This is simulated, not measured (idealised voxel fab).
Process module, titled voxel gate over fins
Xsec cut, 180 nm wide, square cell size 5 nm.
Each cross-section below is a grid of square cells, stated as bands in top-down order, with one or more rows of cells making up each band.
The band entry comprises the height of the band's top followed by the height of its bottom, expressed in nm, and subsequently the band's materials from left to right, each stated together with its width in nm. Where a single material is marked with the word "full width", that material fills the band from edge to edge. The word "air" represents empty space.
For the purposes of this specification, 0 denotes the height below which the wafer in its as-received condition is composed wholly of one material, and the lowermost band, lacking a lower limit, extends downward without end, as expressed in "0..down".
The two numbers in a width such as "30 to 40" mark its ends across the band: the first belongs to the top row of cells, the second to the bottom row, and from each row to the next the width moves by the same amount.
Given "same as before" for a step, no cell of the cross-section differs between before and after that step.
Reported under the label "Sealed voids" are the empty spaces having no open way to the top and comprising 8 cells or more; the notation for each is width x height at distance, in which the distance is measured from the left edge and all three values are in nm.
Heads up: the bit after the settings on a step's line is the simulator's remark on that step.
overlay nm: step with mask; distance mask lay right of planned place; negative value = left of planned place.
### The planned process steps are enumerated hereunder
1. RECEIVE: material Si
2. CONFORMAL_DEP: material SiN, thk nm 10
3. MASKED_ETCH: tone cover, mask id FINS, width nm 15, pitch nm 60, etch materials SiN, depth nm 10, overlay nm 0
4. MASKED_ETCH: tone cover, mask id FINS, width nm 15, pitch nm 60, etch materials Si, depth nm 35, overlay nm 0
5. FILL_DEP: material SiO2, thk nm 15
6. CMP: height nm 10
7. MASKED_ETCH: tone open, mask id RAIL, width nm 15, etch materials SiO2, depth nm 40, overlay nm 0
8. CONFORMAL_DEP: material TiN, thk nm 5
9. FILL_DEP: material W, thk nm 10
10. CMP: height nm 10
11. SELECTIVE_ETCH: etch materials W Ru TiN, depth nm 25
12. FILL_DEP: material SiO2, thk nm 5
13. CMP: height nm 10
14. SELECTIVE_ETCH: etch materials SiO2, depth nm 20
15. STRIP: etch materials SiN
16. CONFORMAL_DEP: material HfO2, thk nm 5
17. CONFORMAL_DEP: material TiN, thk nm 5
18. FILL_DEP: material W, thk nm 10
19. CMP: height nm 15
20. CONFORMAL_DEP: material SiCN, thk nm 10
### As-received wafer cross-section (after step 1)
	0..down | Si full width
	Sealed voids: none
### This is how the wafer looks in cross-section once the module is done, given the starting state and plan above and one mistake in carrying the plan out
	25..15 | SiCN full width
	15..10 | W full width
	10..5 | W=40, TiN=35, W=25, TiN=35, W=45
	5..0 | W=40, TiN=5, HfO2=25, TiN=5, W=25, TiN=5, HfO2=25, TiN=5, W=45
	0..-5 | TiN=45, HfO2=5, Si=15, HfO2=5, TiN=35, HfO2=5, Si=15, HfO2=5, TiN=50
	-5..-10 | HfO2=35, TiN=10, HfO2=5, Si=15, HfO2=5, TiN=10, HfO2=15, TiN=10, HfO2=5, Si=15, HfO2=5, TiN=10, HfO2=40
	-10..-15 | SiO2=30, HfO2=5, TiN=10, HfO2=5, Si=15, HfO2=5, TiN=5, HfO2=10, SiO2=5, HfO2=10, TiN=5, HfO2=5, Si=15, HfO2=5, TiN=10, HfO2=5, SiO2=35
	-15..-20 | SiO2=30, HfO2=20, Si=15, HfO2=15, TiN=5, W=5, TiN=5, HfO2=15, Si=15, HfO2=20, SiO2=35
	-20..-25 | SiO2=50, Si=15, SiO2=15, TiN=5, W=5, TiN=5, SiO2=15, Si=15, SiO2=55
	-25..-30 | SiO2=50, Si=15, SiO2=15, TiN=15, SiO2=15, Si=15, SiO2=55
	-30..-35 | SiO2=50, Si=15, SiO2=45, Si=15, SiO2=55
	-35..down | Si full width
	Sealed voids: none
Diagnosis: steps 14 and 15 traded places in the executed sequence
